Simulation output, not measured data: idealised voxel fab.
Process module under the name voxel wiring stack
Cross-section cut: width 275 nm, square cells of 5 nm.
We lay out every cross-section as a grid of square cells and spell it out in bands from the top down, where one band means one or more rows of cells. Band: top and bottom heights (nm) first, top before bottom; then materials from left to right, widths in nm. "full width" marks a sole material filling the band edge to edge. "empty" denotes empty space. It should be noted that heights are counted from 0, beneath which the wafer as supplied is of one material throughout, and that the lowest band possesses no lower boundary but continues downward, as written in "z 0 and below". A two-number width, for instance "30->40", indicates that the width is equal to the first number in the top row of the band and to the second number in the bottom row, and that it changes by a constant amount per row of cells. Key: "everything unchanged" - step with no changed cell in the cross-section. The label "Encapsulated voids" introduces a list of the empty spaces, 8 cells or larger, that have no open way up to the top; each entry in it reads width x height at distance, where the distance is taken from the left edge and all three are stated in nm. On a step's line, text after the settings is the simulator commenting on that step. overlay nm: how far to the right of its planned place the mask lay on this masked step (negative: to the left).

**So here's the lineup of process steps we planned**
1) RECEIVE: material Si
2) CONFORMAL_DEP: material SiO2, thk nm 15
3) DIRECTIONAL_DEP: material TiN, thk nm 5
4) DIRECTIONAL_DEP: material Ru, thk nm 25
5) DIRECTIONAL_DEP: material aC, thk nm 15
6) PATTERN: tone cover, mask id METAL_1, material resist, width nm 20, pitch nm 40, thk nm 30, overlay nm 0
7) DIRECTIONAL_ETCH: etch materials aC, depth nm 15
8) STRIP: etch materials resist
9) DIRECTIONAL_ETCH: etch materials Ru, depth nm 25
10) DIRECTIONAL_ETCH: etch materials TiN, depth nm 5
11) STRIP: etch materials aC
12) FILL_DEP: material SiO2, thk nm 5
13) CMP: height nm 45
14) CONFORMAL_DEP: material SiCN, thk nm 5
15) DIRECTIONAL_DEP: material lowk, thk nm 30
16) PATTERN: tone open, mask id METAL_2_HOLES, material resist, width nm 15, pitch nm 80, thk nm 15, overlay nm 0
17) DIRECTIONAL_ETCH: etch materials lowk, depth nm 30
18) STRIP: etch materials resist
19) PATTERN: tone open, mask id METAL_2, material resist, width nm 20, pitch nm 40, thk nm 15, overlay nm 0
20) DIRECTIONAL_ETCH: etch materials lowk, depth nm 20
21) DIRECTIONAL_ETCH: etch materials SiCN, depth nm 5
22) STRIP: etch materials resist
23) CONFORMAL_DEP: material TiN, thk nm 5
24) FILL_DEP: material Ru, thk nm 5
25) CMP: height nm 80
26) CONFORMAL_DEP: material SiCN, thk nm 5
27) DIRECTIONAL_DEP: material SiO2, thk nm 35
28) DIRECTIONAL_DEP: material aC, thk nm 10
29) PATTERN: tone open, mask id METAL_3, material resist, width nm 20, pitch nm 40, thk nm 30, overlay nm 0
30) DIRECTIONAL_ETCH: etch materials aC, depth nm 10
31) STRIP: etch materials resist
32) DIRECTIONAL_ETCH: etch materials SiO2, depth nm 20
33) STRIP: etch materials aC
34) MASKED_ETCH: tone open, mask id METAL_3_HOLES, width nm 15, pitch nm 80, etch materials SiO2, depth nm 15, overlay nm 0
35) MASKED_ETCH: tone open, mask id METAL_3_HOLES, width nm 15, pitch nm 80, etch materials SiCN, depth nm 5, overlay nm 0
36) CONFORMAL_DEP: material TiN, thk nm 5
37) FILL_DEP: material Cu, thk nm 10
38) CMP: height nm 120
39) CONFORMAL_DEP: material SiN, thk nm 5

**Cross-section of the wafer at receipt, which is the condition after step 1**
    z 0 and below | Si full width
    Encapsulated voids: none

**Same starting wafer, same plan as above, one mistake in the execution; this is the cross-section at the end of the module**
    z 125 to 120 | SiN full width
    z 120 to 105 | SiO2=65 | TiN=5 | Cu=10 | TiN=5 | SiO2=20 | TiN=5 | Cu=10 | TiN=5 | SiO2=20 | TiN=5 | Cu=10 | TiN=5 | SiO2=20 | TiN=5 | Cu=10 | TiN=5 | SiO2=70
    z 105 to 100 | SiO2=65 | TiN=5 | Cu=5 | TiN=10 | SiO2=20 | TiN=20 | SiO2=20 | TiN=5 | Cu=5 | TiN=10 | SiO2=20 | TiN=20 | SiO2=70
    z 100 to 85 | SiO2=65 | TiN=5 | Cu=5 | TiN=5 | SiO2=65 | TiN=5 | Cu=5 | TiN=5 | SiO2=115
    z 85 to 80 | SiCN=65 | TiN=15 | SiCN=65 | TiN=15 | SiCN=115
    z 80 to 65 | lowk=65 | TiN=5 | Ru=10 | TiN=5 | lowk=20 | TiN=5 | Ru=10 | TiN=5 | lowk=20 | TiN=5 | Ru=10 | TiN=5 | lowk=20 | TiN=5 | Ru=10 | TiN=5 | lowk=70
    z 65 to 60 | lowk=65 | TiN=5 | Ru=5 | TiN=10 | lowk=20 | TiN=20 | lowk=20 | TiN=5 | Ru=5 | TiN=10 | lowk=20 | TiN=20 | lowk=70
    z 60 to 50 | lowk=65 | TiN=5 | Ru=5 | TiN=5 | lowk=65 | TiN=5 | Ru=5 | TiN=5 | lowk=115
    z 50 to 45 | SiCN=65 | TiN=15 | SiCN=65 | TiN=15 | SiCN=115
    z 45 to 20 | Cu=65 | Ru=20 | Cu=20 | Ru=20 | Cu=20 | Ru=20 | Cu=20 | Ru=20 | Cu=70
    z 20 to 15 | Cu=65 | TiN=20 | Cu=20 | TiN=20 | Cu=20 | TiN=20 | Cu=20 | TiN=20 | Cu=70
    z 15 to 0 | SiO2 full width
    z 0 and below | Si full width
    Encapsulated voids: none
Deviation noted in wafer processing: for step 12, the planned setting was not used; the step was instead run as FILL_DEP: material Cu, thk nm 5
